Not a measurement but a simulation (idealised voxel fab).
The name of this process module is voxel tone inversion.
Xsec cut, 155 nm wide, square cell size 5 nm.
Heads up, the way a cross-section reads in here is a grid of square cells, handed over as bands from the top down, with every band being one or more rows of cells.
Read a band's entry like this: the first values are the height of its top and the height of its bottom in nm, and what follows is the sequence of materials from left to right, each with its width in nm. Note that "empty" is empty space, and that a single material marked "everywhere" reaches across the band from edge to edge.
Heights are reckoned from 0. Under this level, the received wafer is all of one material. The bottommost band is open-ended downward, for example "top 0, no bottom".
Graded width ("30..40"): value in top row of band = first number; value in bottom row = second number; row-to-row change constant.
It should be understood that the words "left unchanged", when stated for a given step, signify that the cross-section underwent no change in any of its cells during that step.
The entry "Closed empty spaces" lists the empty spaces that cover at least 8 cells and have no open path to the top. Each is written as width x height at distance, where the distance is measured from the left edge and all three values are in nm.
Post-settings text on a step line: simulator's own remark regarding the step.
"overlay nm" answers the question of how far to the right of plan the mask lay on a step that has a mask, and when it is negative the answer is to the left.
# Process steps (planned)
| 1 | op RECEIVE | material Si |
| 2 | op CONFORMAL_DEP | material SiN | thk nm 5 |
| 3 | op DIRECTIONAL_DEP | material polySi | thk nm 25 |
| 4 | op PATTERN | tone cover | mask id POSTS | material resist | width nm 15 | pitch nm 45 | thk nm 30 | overlay nm 0 |
| 5 | op DIRECTIONAL_ETCH | etch materials polySi | depth nm 25 |
| 6 | op STRIP | etch materials resist |
| 7 | op FILL_DEP | material SiO2 | thk nm 10 |
| 8 | op CMP | height nm 30 |
| 9 | op STRIP | etch materials polySi |
| 10 | op CONFORMAL_DEP | material TiN | thk nm 5 |
| 11 | op FILL_DEP | material W | thk nm 10 |
| 12 | op CMP | height nm 30 |
| 13 | op CONFORMAL_DEP | material SiN | thk nm 5 |
# This is the cross-section of the wafer as we received it, i.e. after step 1
    top 0, no bottom = Si everywhere
    Closed empty spaces: none
# Cross-sectional result after module completion. Note: starting condition and plan are unchanged from above; one processing mistake was made
    top 35, bottom 30 = SiN everywhere
    top 30, bottom 10 = W=40, then TiN=5, then SiO2=15, then TiN=5, then W=20, then TiN=5, then SiO2=15, then TiN=5, then W=45
    top 10, bottom 5 = TiN=45, then SiO2=15, then TiN=30, then SiO2=15, then TiN=50
    top 5, bottom 0 = SiN everywhere
    top 0, no bottom = Si everywhere
    Closed empty spaces: none
So what did we get wrong on this run? heads up, step 4 didn't go per plan, it actually ran as op PATTERN | tone open | mask id POSTS | material resist | width nm 15 | pitch nm 45 | thk nm 30 | overlay nm 0
